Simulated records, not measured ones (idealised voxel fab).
This section sets out a process module, namely voxel quadruple lines.
The cross-section on display is named cut; it measures 275 nm wide, and its cells are 5 nm squares.
Cross-section = grid of square cells, listed top down in bands; band = one or more rows. For a band, the entry starts with two heights in nm, that of the top and then that of the bottom, and carries on with the band's materials in order from left to right, each alongside its width in nm; the word "edge to edge" beside a single material means it fills the band edge to edge, and "blank" means empty space. All heights in this document are referenced to 0, defined as the level beneath which the wafer, as received, consists entirely of one material. The lowest band is not bounded below; it extends indefinitely downward and is written in the form "0 nm and below". When a width is written as two numbers, as in "30 to 40", the first number is the width in the top row of cells of the band and the second is the width in its bottom row, and the width changes by the same amount from each row to the next. "no modifications" (step): cross-section cells unchanged, all of them. Under "Sealed internal cavities" you'll find the enclosed gaps, the ones with no way out to the top, that are 8 cells or bigger; each reads width x height at distance, with distance counted from the left edge, everything in nm. after a step's settings: what the simulator itself notes on the step. The "overlay nm" setting may appear on a step's line; for a step that uses a mask, it gives how far to the right of its planned position the mask lay, and a negative value indicates the left.

-- Below is the list of planned process steps
| 1 | RECEIVE [material Si] |
| 2 | CONFORMAL_DEP [material SiO2] [thk nm 10] |
| 3 | DIRECTIONAL_DEP [material Ru] [thk nm 10] |
| 4 | DIRECTIONAL_DEP [material polySi] [thk nm 15] |
| 5 | DIRECTIONAL_DEP [material aC] [thk nm 25] |
| 6 | PATTERN [tone cover] [mask id MANDREL] [material resist] [width nm 25] [thk nm 35] [overlay nm 0] |
| 7 | DIRECTIONAL_ETCH [etch materials aC] [depth nm 25] |
| 8 | STRIP [etch materials resist] |
| 9 | CONFORMAL_DEP [material SiO2] [thk nm 15] |
| 10 | DIRECTIONAL_ETCH [etch materials SiO2] [depth nm 15] |
| 11 | STRIP [etch materials aC] |
| 12 | DIRECTIONAL_ETCH [etch materials polySi] [depth nm 15] |
| 13 | STRIP [etch materials SiO2] |
| 14 | CONFORMAL_DEP [material SiCN] [thk nm 5] |
| 15 | DIRECTIONAL_ETCH [etch materials SiCN] [depth nm 5] |
| 16 | STRIP [etch materials polySi] |
| 17 | DIRECTIONAL_ETCH [etch materials Ru] [depth nm 10] |
| 18 | STRIP [etch materials SiCN] |

-- First of the two wafers, run per plan

-- Here's what the wafer looked like in cross-section when it arrived - that's after step 1
* 0 nm and below: Si edge to edge
* Sealed internal cavities: none

-- Wafer after step 2 (cross-section)
* 10 nm to 0 nm: SiO2 edge to edge
* Lower than 0, everything is as it was.

-- Wafer after step 3 (cross-section)
* 20 nm to 10 nm: Ru edge to edge
* Lower than 10, everything is as it was.

-- Wafer after step 4 (cross-section)
* 35 nm to 20 nm: polySi edge to edge
* Lower than 20, everything is as it was.

-- Wafer after step 5 (cross-section)
* 60 nm to 35 nm: aC edge to edge
* Lower than 35, everything is as it was.

-- Wafer after step 6 (cross-section)
* 95 nm to 60 nm: 125 nm blank  25 nm resist  125 nm blank
* Lower than 60, everything is as it was.

-- Wafer after step 7 (cross-section)
* 70 nm to 60 nm: 125 nm blank  25 nm resist  125 nm blank
* 60 nm to 35 nm: 125 nm blank  25 nm aC  125 nm blank
* Lower than 35, everything is as it was.

-- Wafer after step 8 (cross-section)
* 60 nm to 35 nm: 125 nm blank  25 nm aC  125 nm blank
* Lower than 35, everything is as it was.

-- Wafer after step 9 (cross-section)
* 75 nm to 60 nm: 110 nm blank  55 nm SiO2  110 nm blank
* 60 nm to 50 nm: 110 nm blank  15 nm SiO2  25 nm aC  15 nm SiO2  110 nm blank
* 50 nm to 35 nm: 125 nm SiO2  25 nm aC  125 nm SiO2
* Lower than 35, everything is as it was.

-- Wafer after step 10 (cross-section)
* 60 nm to 35 nm: 110 nm blank  15 nm SiO2  25 nm aC  15 nm SiO2  110 nm blank
* Lower than 35, everything is as it was.

-- Wafer after step 11 (cross-section)
* 60 nm to 35 nm: 110 nm blank  15 nm SiO2  25 nm blank  15 nm SiO2  110 nm blank
* Lower than 35, everything is as it was.

-- Wafer after step 12 (cross-section)
* 60 nm to 35 nm: 110 nm blank  15 nm SiO2  25 nm blank  15 nm SiO2  110 nm blank
* 35 nm to 20 nm: 110 nm blank  15 nm polySi  25 nm blank  15 nm polySi  110 nm blank
* Lower than 20, everything is as it was.

-- Wafer after step 13 (cross-section)
* 35 nm to 20 nm: 110 nm blank  15 nm polySi  25 nm blank  15 nm polySi  110 nm blank
* Lower than 20, everything is as it was.

-- Wafer after step 14 (cross-section)
* 40 nm to 35 nm: 105 nm blank  25 nm SiCN  15 nm blank  25 nm SiCN  105 nm blank
* 35 nm to 25 nm: 105 nm blank  5 nm SiCN  15 nm polySi  5 nm SiCN  15 nm blank  5 nm SiCN  15 nm polySi  5 nm SiCN  105 nm blank
* 25 nm to 20 nm: 110 nm SiCN  15 nm polySi  25 nm SiCN  15 nm polySi  110 nm SiCN
* Lower than 20, everything is as it was.

-- Wafer after step 15 (cross-section)
* 35 nm to 20 nm: 105 nm blank  5 nm SiCN  15 nm polySi  5 nm SiCN  15 nm blank  5 nm SiCN  15 nm polySi  5 nm SiCN  105 nm blank
* Lower than 20, everything is as it was.

-- Wafer after step 16 (cross-section)
* 35 nm to 20 nm: 105 nm blank  5 nm SiCN  15 nm blank  5 nm SiCN  15 nm blank  5 nm SiCN  15 nm blank  5 nm SiCN  105 nm blank
* Lower than 20, everything is as it was.

-- Wafer after step 17 (cross-section)
* 35 nm to 20 nm: 105 nm blank  5 nm SiCN  15 nm blank  5 nm SiCN  15 nm blank  5 nm SiCN  15 nm blank  5 nm SiCN  105 nm blank
* 20 nm to 10 nm: 105 nm blank  5 nm Ru  15 nm blank  5 nm Ru  15 nm blank  5 nm Ru  15 nm blank  5 nm Ru  105 nm blank
* Lower than 10, everything is as it was.

-- Wafer after step 18 (cross-section)
* 20 nm to 10 nm: 105 nm blank  5 nm Ru  15 nm blank  5 nm Ru  15 nm blank  5 nm Ru  15 nm blank  5 nm Ru  105 nm blank
* Lower than 10, everything is as it was.

-- Now the other wafer: same start, same recipe, but we messed up one thing when running it. Up to and including step 8 it's the same as the first one

-- when step 9 should have ended
* 70 nm to 60 nm: 115 nm blank  45 nm SiO2  115 nm blank
* 60 nm to 45 nm: 115 nm blank  10 nm SiO2  25 nm aC  10 nm SiO2  115 nm blank
* 45 nm to 35 nm: 125 nm SiO2  25 nm aC  125 nm SiO2
* Lower than 35, everything is as it was.

-- when step 10 should have ended
* 60 nm to 55 nm: 125 nm blank  25 nm aC  125 nm blank
* 55 nm to 35 nm: 115 nm blank  10 nm SiO2  25 nm aC  10 nm SiO2  115 nm blank
* Lower than 35, everything is as it was.

-- when step 11 should have ended
* 55 nm to 35 nm: 115 nm blank  10 nm SiO2  25 nm blank  10 nm SiO2  115 nm blank
* Lower than 35, everything is as it was.

-- when step 12 should have ended
* 55 nm to 35 nm: 115 nm blank  10 nm SiO2  25 nm blank  10 nm SiO2  115 nm blank
* 35 nm to 20 nm: 115 nm blank  10 nm polySi  25 nm blank  10 nm polySi  115 nm blank
* Lower than 20, everything is as it was.

-- when step 13 should have ended
* 35 nm to 20 nm: 115 nm blank  10 nm polySi  25 nm blank  10 nm polySi  115 nm blank
* Lower than 20, everything is as it was.

-- when step 14 should have ended
* 40 nm to 35 nm: 110 nm blank  20 nm SiCN  15 nm blank  20 nm SiCN  110 nm blank
* 35 nm to 25 nm: 110 nm blank  5 nm SiCN  10 nm polySi  5 nm SiCN  15 nm blank  5 nm SiCN  10 nm polySi  5 nm SiCN  110 nm blank
* 25 nm to 20 nm: 115 nm SiCN  10 nm polySi  25 nm SiCN  10 nm polySi  115 nm SiCN
* Lower than 20, everything is as it was.

-- when step 15 should have ended
* 35 nm to 20 nm: 110 nm blank  5 nm SiCN  10 nm polySi  5 nm SiCN  15 nm blank  5 nm SiCN  10 nm polySi  5 nm SiCN  110 nm blank
* Lower than 20, everything is as it was.

-- when step 16 should have ended
* 35 nm to 20 nm: 110 nm blank  5 nm SiCN  10 nm blank  5 nm SiCN  15 nm blank  5 nm SiCN  10 nm blank  5 nm SiCN  110 nm blank
* Lower than 20, everything is as it was.

-- when step 17 should have ended
* 35 nm to 20 nm: 110 nm blank  5 nm SiCN  10 nm blank  5 nm SiCN  15 nm blank  5 nm SiCN  10 nm blank  5 nm SiCN  110 nm blank
* 20 nm to 10 nm: 110 nm blank  5 nm Ru  10 nm blank  5 nm Ru  15 nm blank  5 nm Ru  10 nm blank  5 nm Ru  110 nm blank
* Lower than 10, everything is as it was.

-- when step 18 should have ended
* 20 nm to 10 nm: 110 nm blank  5 nm Ru  10 nm blank  5 nm Ru  15 nm blank  5 nm Ru  10 nm blank  5 nm Ru  110 nm blank
* Lower than 10, everything is as it was.
Which mistake was made when the wafer was run? step 9 changed vs plan, executed as CONFORMAL_DEP [material SiO2] [thk nm 10]
When the process is done, the second wafer contains the same cell count of every material as the first wafer, but distributed over other locations.
